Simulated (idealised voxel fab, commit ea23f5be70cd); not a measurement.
process module | voxel double patterning
cross-section cut | 255 nm wide | cells 5 nm
A cross-section is a grid of square cells, given in bands from the top down. A band is one or more rows of cells.
Each band's line starts with the height of the band's top and of its bottom, in nm. Then come its materials from left to right, each with its width in nm. One material with "throughout" fills the band from edge to edge. "air" is empty space.
Height 0 is the level under which the wafer as received is all one material. The lowest band goes on downwards, as in "0 down".
A width such as "30 to 40" changes by the same amount from each row of cells to the next, from the band's top row to its bottom row.
"no change" after a step means that no cell of the cross-section changed.
closed voids: empty space of 8 cells or more with no open way to the top, each as width x height at its distance from the left edge, in nm
after a step's settings: what the simulator itself notes on the step
overlay nm, on a step with a mask: how far to the right of its planned place the mask lay; to the left if negative
plan
1 op RECEIVE | material Si
2 op CONFORMAL_DEP | material SiN | thk nm 5
3 op DIRECTIONAL_DEP | material SiO2 | thk nm 10
4 op DIRECTIONAL_DEP | material SiCN | thk nm 10
5 op MASKED_ETCH | tone open | mask id FIRST | width nm 15 | pitch nm 50 | etch materials SiCN | depth nm 10 | overlay nm 0
6 op DIRECTIONAL_DEP | material aC | thk nm 10
7 op PATTERN | tone open | mask id SECOND | material resist | width nm 15 | pitch nm 50 | thk nm 25 | overlay nm 0
8 op DIRECTIONAL_ETCH | etch materials aC | depth nm 10
9 op STRIP | etch materials resist
10 op DIRECTIONAL_ETCH | etch materials SiCN | depth nm 10
11 op STRIP | etch materials aC
12 op DIRECTIONAL_ETCH | etch materials SiO2 | depth nm 10
13 op STRIP | etch materials SiCN
varied across the wafers: width nm of step 5. The plan shows the first wafer's value. All wafers start alike
first wafer as received, after step 1
  0 down: Si throughout
  closed voids: none
first wafer at the end, after step 13
  15 to 5: SiO2 70 | air 15 | SiO2 10 | air 15 | SiO2 10 | air 15 | SiO2 10 | air 15 | SiO2 10 | air 15 | SiO2 70
  5 to 0: SiN throughout
  0 down: Si throughout
  closed voids: none
last wafer at the end
  15 to 5: SiO2 65 | air 45 | SiO2 5 | air 45 | SiO2 5 | air 30 | SiO2 60
  5 to 0: SiN throughout
  0 down: Si throughout
  closed voids: none
each wafer at the end: cells of each material gained (+) or lost (-) since it was received, then its closed voids
width nm 15 | +51 SiN | +72 SiO2 | closed voids: none
width nm 20 | +51 SiN | +66 SiO2 | closed voids: none
width nm 25 | +51 SiN | +60 SiO2 | closed voids: none
width nm 30 | +51 SiN | +54 SiO2 | closed voids: none
